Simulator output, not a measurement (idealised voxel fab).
process module | voxel spacer lines
cross-section cut | 245 nm wide | cells 5 nm
A cross-section is a grid of square cells, given in bands from the top down. A band is one or more rows of cells.
Each band's line starts with the height of the band's top and of its bottom, in nm. Then come its materials from left to right, each with its width in nm. One material with "throughout" fills the band from edge to edge. "air" is empty space.
Height 0 is the level under which the wafer as received is all one material. The lowest band goes on downwards, as in "0 down".
A width such as "30 to 40" changes by the same amount from each row of cells to the next, from the band's top row to its bottom row.
"no change" after a step means that no cell of the cross-section changed.
closed voids: empty space of 8 cells or more with no open way to the top, each as width x height at its distance from the left edge, in nm
after a step's settings: what the simulator itself notes on the step
overlay nm, on a step with a mask: how far to the right of its planned place the mask lay; to the left if negative
plan
1 op RECEIVE | material Si
2 op CONFORMAL_DEP | material Al2O3 | thk nm 10
3 op DIRECTIONAL_DEP | material TiN | thk nm 5
4 op DIRECTIONAL_DEP | material aC | thk nm 20
5 op PATTERN | tone cover | mask id MANDREL | material resist | width nm 20 | pitch nm 70 | thk nm 30 | overlay nm 0
6 op DIRECTIONAL_ETCH | etch materials aC | depth nm 20
7 op STRIP | etch materials resist
8 op CONFORMAL_DEP | material SiO2 | thk nm 15
9 op DIRECTIONAL_ETCH | etch materials SiO2 | depth nm 15
10 op STRIP | etch materials aC
11 op DIRECTIONAL_ETCH | etch materials TiN | depth nm 10
12 op STRIP | etch materials SiO2
varied across the wafers: thk nm of step 3. The plan shows the first wafer's value. All wafers start alike
first wafer as received, after step 1
  0 down: Si throughout
  closed voids: none
first wafer at the end, after step 12
  15 to 10: air 25 | TiN 15 | air 20 | TiN 15 | air 20 | TiN 15 | air 20 | TiN 15 | air 20 | TiN 15 | air 20 | TiN 15 | air 30
  10 to 0: Al2O3 throughout
  0 down: Si throughout
  closed voids: none
last wafer at the end
  35 to 25: air 25 | TiN 15 | air 20 | TiN 15 | air 20 | TiN 15 | air 20 | TiN 15 | air 20 | TiN 15 | air 20 | TiN 15 | air 30
  25 to 10: TiN throughout
  10 to 0: Al2O3 throughout
  0 down: Si throughout
  closed voids: none
each wafer at the end: cells of each material gained (+) or lost (-) since it was received, then its closed voids
thk nm 5 | +98 Al2O3 | +18 TiN | closed voids: none
thk nm 10 | +98 Al2O3 | +36 TiN | closed voids: none
thk nm 15 | +98 Al2O3 | +85 TiN | closed voids: none
thk nm 20 | +98 Al2O3 | +134 TiN | closed voids: none
thk nm 25 | +98 Al2O3 | +183 TiN | closed voids: none
